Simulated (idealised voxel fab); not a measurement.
voxel gate over fins: a process module
The width of the displayed cross-section, cut, is 230 nm; its cells are square, with a size of 5 nm.
Think of the cross-section as a grid of square cells. We describe it in bands, top to bottom, and each band covers one or more rows of those cells.
A band entry consists of two parts. The first gives the height of the band's top and the height of its bottom, in nm. The rest lists the band's materials from left to right, each with its width in nm. A single material labelled with the word "full width" fills the band from edge to edge, and the word "air" marks empty space.
Measure heights from 0. That's the level where, below it, the as-received wafer is all one material. The lowest band is bottomless and extends downward; write it as in "0 -> down".
A width such as "30->40" changes by the same amount from each row of cells to the next, from the band's top row to its bottom row.
Key: "changes: none" - step with no changed cell in the cross-section.
The label "Entrapped voids" introduces a list of the empty spaces, 8 cells or larger, that have no open way up to the top; each entry in it reads width x height at distance, where the distance is taken from the left edge and all three are stated in nm.
Anything after a step's settings on that line? It's the simulator's own note about the step.
Among the settings permitted on a step's line is "overlay nm"; applied to a step with a mask, it specifies the extent to which the mask lay to the right of its planned position, whereas a negative figure signifies a position to the left.
PLANNED STEP LIST FOR THE PROCESS
1. RECEIVE [material Si]
2. CONFORMAL_DEP [material SiN] [thk nm 5]
3. DIRECTIONAL_DEP [material aC] [thk nm 10]
4. PATTERN [tone cover] [mask id FINS] [material resist] [width nm 15] [pitch nm 45] [thk nm 25] [overlay nm 0]
5. DIRECTIONAL_ETCH [etch materials aC] [depth nm 10]
6. STRIP [etch materials resist]
7. DIRECTIONAL_ETCH [etch materials SiN] [depth nm 5]
8. DIRECTIONAL_ETCH [etch materials Si] [depth nm 35]
9. STRIP [etch materials aC]
10. OXIDIZE [depth nm 5]
11. FILL_DEP [material SiO2] [thk nm 15]
12. CMP [height nm 5]
13. SELECTIVE_ETCH [etch materials SiO2] [depth nm 20]
14. STRIP [etch materials SiN]
15. CONFORMAL_DEP [material HfO2] [thk nm 5]
16. CONFORMAL_DEP [material TiN] [thk nm 5]
17. FILL_DEP [material W] [thk nm 15]
18. CMP [height nm 20]
19. CONFORMAL_DEP [material SiN] [thk nm 5]
AS-RECEIVED WAFER CROSS-SECTION (AFTER STEP 1)
	0 -> down: Si full width
	Entrapped voids: none
RUN AS PLANNED - FIRST OF THE TWO WAFERS CROSS-SECTIONED AT THE END OF THE MODULE
	25 -> 20: SiN full width
	20 -> 10: W full width
	10 -> 5: 55 nm W, then 25 nm TiN, then 20 nm W, then 25 nm TiN, then 20 nm W, then 25 nm TiN, then 60 nm W
	5 -> 0: 55 nm W, then 5 nm TiN, then 15 nm HfO2, then 5 nm TiN, then 20 nm W, then 5 nm TiN, then 15 nm HfO2, then 5 nm TiN, then 20 nm W, then 5 nm TiN, then 15 nm HfO2, then 5 nm TiN, then 60 nm W
	0 -> -5: 55 nm W, then 5 nm TiN, then 5 nm HfO2, then 5 nm Si, then 5 nm HfO2, then 5 nm TiN, then 20 nm W, then 5 nm TiN, then 5 nm HfO2, then 5 nm Si, then 5 nm HfO2, then 5 nm TiN, then 20 nm W, then 5 nm TiN, then 5 nm HfO2, then 5 nm Si, then 5 nm HfO2, then 5 nm TiN, then 60 nm W
	-5 -> -10: 60 nm TiN, then 5 nm HfO2, then 5 nm Si, then 5 nm HfO2, then 30 nm TiN, then 5 nm HfO2, then 5 nm Si, then 5 nm HfO2, then 30 nm TiN, then 5 nm HfO2, then 5 nm Si, then 5 nm HfO2, then 65 nm TiN
	-10 -> -15: 65 nm HfO2, then 5 nm Si, then 40 nm HfO2, then 5 nm Si, then 40 nm HfO2, then 5 nm Si, then 70 nm HfO2
	-15 -> -40: 65 nm SiO2, then 5 nm Si, then 40 nm SiO2, then 5 nm Si, then 40 nm SiO2, then 5 nm Si, then 70 nm SiO2
	-40 -> down: Si full width
	Entrapped voids: none
END-OF-MODULE CROSS-SECTION OF THE SECOND WAFER: IDENTICAL STARTING POINT AND PROCESS PLAN TO THE FIRST, WITH ONE PROCESSING MISTAKE
	25 -> 20: SiN full width
	20 -> 10: W full width
	10 -> 5: 60 nm W, then 25 nm TiN, then 20 nm W, then 25 nm TiN, then 20 nm W, then 25 nm TiN, then 55 nm W
	5 -> 0: 60 nm W, then 5 nm TiN, then 15 nm HfO2, then 5 nm TiN, then 20 nm W, then 5 nm TiN, then 15 nm HfO2, then 5 nm TiN, then 20 nm W, then 5 nm TiN, then 15 nm HfO2, then 5 nm TiN, then 55 nm W
	0 -> -5: 60 nm W, then 5 nm TiN, then 5 nm HfO2, then 5 nm Si, then 5 nm HfO2, then 5 nm TiN, then 20 nm W, then 5 nm TiN, then 5 nm HfO2, then 5 nm Si, then 5 nm HfO2, then 5 nm TiN, then 20 nm W, then 5 nm TiN, then 5 nm HfO2, then 5 nm Si, then 5 nm HfO2, then 5 nm TiN, then 55 nm W
	-5 -> -10: 65 nm TiN, then 5 nm HfO2, then 5 nm Si, then 5 nm HfO2, then 30 nm TiN, then 5 nm HfO2, then 5 nm Si, then 5 nm HfO2, then 30 nm TiN, then 5 nm HfO2, then 5 nm Si, then 5 nm HfO2, then 60 nm TiN
	-10 -> -15: 70 nm HfO2, then 5 nm Si, then 40 nm HfO2, then 5 nm Si, then 40 nm HfO2, then 5 nm Si, then 65 nm HfO2
	-15 -> -40: 70 nm SiO2, then 5 nm Si, then 40 nm SiO2, then 5 nm Si, then 40 nm SiO2, then 5 nm Si, then 65 nm SiO2
	-40 -> down: Si full width
	Entrapped voids: none
What was done differently from what was planned? step 4 was not run as planned; what actually ran was PATTERN [tone cover] [mask id FINS] [material resist] [width nm 15] [pitch nm 45] [thk nm 25] [overlay nm 5]
at the end the second wafer has, in cells: as many of each material as the first, in other places
